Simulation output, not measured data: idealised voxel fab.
process module | voxel transistor to metal
cross-section cut | 190 nm wide | cells 5 nm
A cross-section is a grid of square cells, given in bands from the top down. A band is one or more rows of cells.
Each band's line starts with the height of the band's top and of its bottom, in nm. Then come its materials from left to right, each with its width in nm. One material with "throughout" fills the band from edge to edge. "air" is empty space.
Height 0 is the level under which the wafer as received is all one material. The lowest band goes on downwards, as in "0 down".
A width such as "30 to 40" changes by the same amount from each row of cells to the next, from the band's top row to its bottom row.
"no change" after a step means that no cell of the cross-section changed.
closed voids: empty space of 8 cells or more with no open way to the top, each as width x height at its distance from the left edge, in nm
after a step's settings: what the simulator itself notes on the step
overlay nm, on a step with a mask: how far to the right of its planned place the mask lay; to the left if negative
plan
1 op RECEIVE | material Si
2 op OXIDIZE | depth nm 5
3 op CONFORMAL_DEP | material SiN | thk nm 10
4 op MASKED_ETCH | tone cover | mask id ACTIVE | width nm 100 | etch materials SiN | depth nm 10 | overlay nm 0
5 op MASKED_ETCH | tone cover | mask id ACTIVE | width nm 100 | etch materials SiO2 | depth nm 5 | overlay nm 0
6 op MASKED_ETCH | tone cover | mask id ACTIVE | width nm 100 | etch materials Si | depth nm 35 | overlay nm 0
7 op OXIDIZE | depth nm 5
8 op FILL_DEP | material SiO2 | thk nm 15
9 op CMP | height nm 10
10 op SELECTIVE_ETCH | etch materials SiO2 | depth nm 5
11 op STRIP | etch materials SiN
12 op SELECTIVE_ETCH | etch materials SiO2 | depth nm 5
13 op OXIDIZE | depth nm 5
14 op DIRECTIONAL_DEP | material polySi | thk nm 20
15 op DIRECTIONAL_DEP | material SiCN | thk nm 10
16 op PATTERN | tone cover | mask id GATE | material resist | width nm 20 | thk nm 20 | overlay nm 0
17 op DIRECTIONAL_ETCH | etch materials SiCN | depth nm 20
18 op DIRECTIONAL_ETCH | etch materials polySi | depth nm 30
19 op STRIP | etch materials resist
20 op CONFORMAL_DEP | material SiO2 | thk nm 5
21 op DIRECTIONAL_ETCH | etch materials SiO2 | depth nm 5
22 op CONFORMAL_DEP | material SiN | thk nm 10
23 op DIRECTIONAL_ETCH | etch materials SiN | depth nm 10
24 op DIRECTIONAL_ETCH | etch materials SiO2 | depth nm 5
25 op DIRECTIONAL_ETCH | etch materials Si | depth nm 10
26 op EPI | material nSi | thk nm 15
27 op FILL_DEP | material SiO2 | thk nm 10
28 op CMP | height nm 25
29 op DIRECTIONAL_DEP | material SiO2 | thk nm 15
30 op PATTERN | tone open | mask id CONTACT | material resist | width nm 15 | pitch nm 75 | thk nm 20 | overlay nm 0
31 op DIRECTIONAL_ETCH | etch materials SiO2 | depth nm 35
32 op STRIP | etch materials resist
33 op CONFORMAL_DEP | material TiN | thk nm 5
34 op FILL_DEP | material Ru | thk nm 10
35 op CMP | height nm 40
36 op CONFORMAL_DEP | material SiCN | thk nm 5
37 op DIRECTIONAL_DEP | material lowk | thk nm 15
38 op PATTERN | tone open | mask id METAL_1 | material resist | width nm 15 | pitch nm 75 | thk nm 20 | overlay nm 0
39 op DIRECTIONAL_ETCH | etch materials lowk | depth nm 15
40 op DIRECTIONAL_ETCH | etch materials SiCN | depth nm 5
41 op STRIP | etch materials resist
42 op CONFORMAL_DEP | material TiN | thk nm 5
43 op FILL_DEP | material Ru | thk nm 5
44 op CMP | height nm 60
45 op CONFORMAL_DEP | material SiN | thk nm 5
as received, after step 1
  0 down: Si throughout
  closed voids: none
a wafer at the end: this start, this plan, one mistake
  65 to 60: SiN throughout
  60 to 45: lowk 50 | TiN 5 | Ru 5 | TiN 5 | lowk 60 | TiN 5 | Ru 5 | TiN 5 | lowk 50
  45 to 40: SiCN 50 | TiN 15 | SiCN 60 | TiN 15 | SiCN 50
  40 to 25: SiO2 50 | TiN 5 | Ru 5 | TiN 5 | SiO2 60 | TiN 5 | Ru 5 | TiN 5 | SiO2 50
  25 to 20: SiO2 50 | TiN 15 | SiO2 5 | SiN 10 | SiO2 5 | SiCN 20 | SiO2 5 | SiN 10 | SiO2 5 | TiN 15 | SiO2 50
  20 to 15: SiO2 35 | nSi 35 | SiN 10 | SiO2 5 | SiCN 20 | SiO2 5 | SiN 10 | nSi 35 | SiO2 35
  15 to 0: SiO2 35 | nSi 35 | SiN 10 | SiO2 5 | polySi 20 | SiO2 5 | SiN 10 | nSi 35 | SiO2 35
  0 to -5: SiO2 35 | nSi 10 | SiN 10 | nSi 15 | SiN 10 | SiO2 5 | polySi 20 | SiO2 5 | SiN 10 | nSi 15 | SiN 10 | nSi 10 | SiO2 35
  -5 to -10: SiO2 55 | nSi 15 | SiO2 50 | nSi 15 | SiO2 55
  -10 to -20: SiO2 50 | Si 5 | nSi 15 | Si 50 | nSi 15 | Si 5 | SiO2 50
  -20 to -45: SiO2 50 | Si 90 | SiO2 50
  -45 down: Si throughout
  closed voids: none
what went wrong: step 26 was run twice
